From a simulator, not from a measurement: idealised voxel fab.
process module | voxel released beams
cross-section cut | 280 nm wide | cells 5 nm
A cross-section is a grid of square cells, given in bands from the top down. A band is one or more rows of cells.
Each band's line starts with the height of the band's top and of its bottom, in nm. Then come its materials from left to right, each with its width in nm. One material with "throughout" fills the band from edge to edge. "air" is empty space.
Height 0 is the level under which the wafer as received is all one material. The lowest band goes on downwards, as in "0 down".
A width such as "30 to 40" changes by the same amount from each row of cells to the next, from the band's top row to its bottom row.
"no change" after a step means that no cell of the cross-section changed.
closed voids: empty space of 8 cells or more with no open way to the top, each as width x height at its distance from the left edge, in nm
after a step's settings: what the simulator itself notes on the step
overlay nm, on a step with a mask: how far to the right of its planned place the mask lay; to the left if negative
plan
1 op RECEIVE | material Si
2 op CONFORMAL_DEP | material Al2O3 | thk nm 10
3 op DIRECTIONAL_DEP | material SiO2 | thk nm 20
4 op PATTERN | tone open | mask id ANCHOR | material resist | width nm 25 | thk nm 20 | overlay nm 0
5 op DIRECTIONAL_ETCH | etch materials SiO2 | depth nm 20
6 op STRIP | etch materials resist
7 op CONFORMAL_DEP | material SiN | thk nm 10
8 op DIRECTIONAL_DEP | material aC | thk nm 10
9 op PATTERN | tone cover | mask id BEAM | material resist | width nm 70 | thk nm 30 | overlay nm 0
10 op DIRECTIONAL_ETCH | etch materials aC | depth nm 10
11 op STRIP | etch materials resist
12 op DIRECTIONAL_ETCH | etch materials SiN | depth nm 10
13 op STRIP | etch materials aC
14 op STRIP | etch materials SiO2
first wafer, as planned
as received, after step 1
  0 down: Si throughout
  closed voids: none
after step 2
  10 to 0: Al2O3 throughout
  below 0: unchanged
after step 3
  30 to 10: SiO2 throughout
  below 10: unchanged
after step 4
  50 to 30: resist 105 | air 25 | resist 150
  below 30: unchanged
after step 5
  50 to 30: resist 105 | air 25 | resist 150
  30 to 10: SiO2 105 | air 25 | SiO2 150
  below 10: unchanged
after step 6
  30 to 10: SiO2 105 | air 25 | SiO2 150
  below 10: unchanged
after step 7
  40 to 30: SiN 115 | air 5 | SiN 160
  30 to 20: SiO2 105 | SiN 10 | air 5 | SiN 10 | SiO2 150
  20 to 10: SiO2 105 | SiN 25 | SiO2 150
  below 10: unchanged
after step 8
  50 to 40: aC 115 | air 5 | aC 160
  40 to 30: SiN 115 | air 5 | SiN 160
  30 to 20: SiO2 105 | SiN 10 | aC 5 | SiN 10 | SiO2 150
  below 20: unchanged
after step 9
  80 to 50: air 100 | resist 70 | air 110
  50 to 40: aC 115 | resist 5 | aC 160
  40 to 30: SiN 115 | resist 5 | SiN 160
  below 30: unchanged
after step 10
  70 to 50: air 100 | resist 70 | air 110
  50 to 40: air 100 | aC 15 | resist 5 | aC 50 | air 110
  below 40: unchanged
after step 11
  50 to 40: air 100 | aC 15 | air 5 | aC 50 | air 110
  40 to 30: SiN 115 | air 5 | SiN 160
  below 30: unchanged
after step 12
  50 to 40: air 100 | aC 15 | air 5 | aC 50 | air 110
  40 to 30: air 100 | SiN 15 | air 5 | SiN 50 | air 110
  below 30: unchanged
after step 13
  40 to 30: air 100 | SiN 15 | air 5 | SiN 50 | air 110
  30 to 20: SiO2 105 | SiN 10 | air 5 | SiN 10 | SiO2 150
  below 20: unchanged
after step 14
  40 to 30: air 100 | SiN 15 | air 5 | SiN 50 | air 110
  30 to 20: air 105 | SiN 10 | air 5 | SiN 10 | air 150
  20 to 10: air 105 | SiN 25 | air 150
  below 10: unchanged
second wafer: like start, like plan, one mistake. Through step 6 it matches the first wafer
when step 7 should have ended
  35 to 30: SiN 110 | air 15 | SiN 155
  30 to 15: SiO2 105 | SiN 5 | air 15 | SiN 5 | SiO2 150
  15 to 10: SiO2 105 | SiN 25 | SiO2 150
  below 10: unchanged
when step 8 should have ended
  45 to 35: aC 110 | air 15 | aC 155
  35 to 30: SiN 110 | air 15 | SiN 155
  30 to 25: SiO2 105 | SiN 5 | air 15 | SiN 5 | SiO2 150
  25 to 15: SiO2 105 | SiN 5 | aC 15 | SiN 5 | SiO2 150
  below 15: unchanged
when step 9 should have ended
  75 to 45: air 100 | resist 70 | air 110
  45 to 35: aC 110 | resist 15 | aC 155
  35 to 30: SiN 110 | resist 15 | SiN 155
  30 to 25: SiO2 105 | SiN 5 | resist 15 | SiN 5 | SiO2 150
  below 25: unchanged
when step 10 should have ended
  65 to 45: air 100 | resist 70 | air 110
  45 to 35: air 100 | aC 10 | resist 15 | aC 45 | air 110
  below 35: unchanged
when step 11 should have ended
  45 to 35: air 100 | aC 10 | air 15 | aC 45 | air 110
  35 to 30: SiN 110 | air 15 | SiN 155
  30 to 25: SiO2 105 | SiN 5 | air 15 | SiN 5 | SiO2 150
  below 25: unchanged
when step 12 should have ended
  45 to 35: air 100 | aC 10 | air 15 | aC 45 | air 110
  35 to 30: air 100 | SiN 10 | air 15 | SiN 45 | air 110
  below 30: unchanged
when step 13 should have ended
  35 to 30: air 100 | SiN 10 | air 15 | SiN 45 | air 110
  30 to 15: SiO2 105 | SiN 5 | air 15 | SiN 5 | SiO2 150
  below 15: unchanged
when step 14 should have ended
  35 to 30: air 100 | SiN 10 | air 15 | SiN 45 | air 110
  30 to 15: air 105 | SiN 5 | air 15 | SiN 5 | air 150
  15 to 10: air 105 | SiN 25 | air 150
  below 10: unchanged
what went wrong: step 7 ran as: op CONFORMAL_DEP | material SiN | thk nm 5
at the end the second wafer has, in cells: 22 fewer of SiN
